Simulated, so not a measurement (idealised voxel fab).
Process module heading - voxel spacer lines
cross-section cut | 195 nm wide | cells 5 nm
In what follows, cross-sections appear as grids of square cells, described through bands that run from the top down, where every band is one or more rows of cells.
Basically the band line says how high the top is and how high the bottom is, in nm, and then what's in it from left to right, every material with its width in nm. Empty space shows up as "air", and if a single material carries "throughout" it runs the full band edge to edge.
Heights from 0 (as-received wafer is one material below). Bottom band endless downward, as "0 down".
Note: "30 to 40" means the width goes from the first number (top row of the band) to the second number (bottom row) in equal steps per row of cells.
Step note "remained unchanged" = no cross-section cell changed.
What "Sealed void list" gives you is every empty space of 8 cells or more that is cut off from the top. Each appears as width x height at distance, with the distance taken from the left edge and width, height and distance all in nm.
after a step's settings: what the simulator itself notes on the step
overlay nm, on a step with a mask: how far to the right of its planned place the mask lay; to the left if negative

[This section lists the process steps that were planned]
1) RECEIVE with material Si
2) CONFORMAL_DEP with material Al2O3, thk nm 10
3) DIRECTIONAL_DEP with material polySi, thk nm 10
4) DIRECTIONAL_DEP with material aC, thk nm 25
5) PATTERN with tone cover, mask id MANDREL, material resist, width nm 15, pitch nm 50, thk nm 35, overlay nm -15
6) DIRECTIONAL_ETCH with etch materials aC, depth nm 25
7) STRIP with etch materials resist
8) CONFORMAL_DEP with material SiO2, thk nm 10
9) DIRECTIONAL_ETCH with etch materials SiO2, depth nm 10
10) STRIP with etch materials aC
11) DIRECTIONAL_ETCH with etch materials polySi, depth nm 10
12) STRIP with etch materials SiO2
Across this set of wafers, the varied parameter is the overlay nm of step 5. Starting conditions are identical for every wafer, and the plan reports the value assigned to the first wafer.

[The first of several wafers as received, shown in cross-section; this is its state after step 1]
0 down  Si throughout
Sealed void list: none

[Tabulated below, wafer by wafer, are the end-of-module results: for each material, the number of cells gained (+) or lost (-) relative to the as-received state, followed by the closed voids]
overlay nm -15 | +78 Al2O3 | +24 polySi | Sealed void list: none
overlay nm -10 | +78 Al2O3 | +24 polySi | Sealed void list: none
overlay nm -5 | +78 Al2O3 | +24 polySi | Sealed void list: none
overlay nm 0 | +78 Al2O3 | +24 polySi | Sealed void list: none
overlay nm 5 | +78 Al2O3 | +24 polySi | Sealed void list: none
overlay nm 10 | +78 Al2O3 | +24 polySi | Sealed void list: none
overlay nm 15 | +78 Al2O3 | +24 polySi | Sealed void list: none
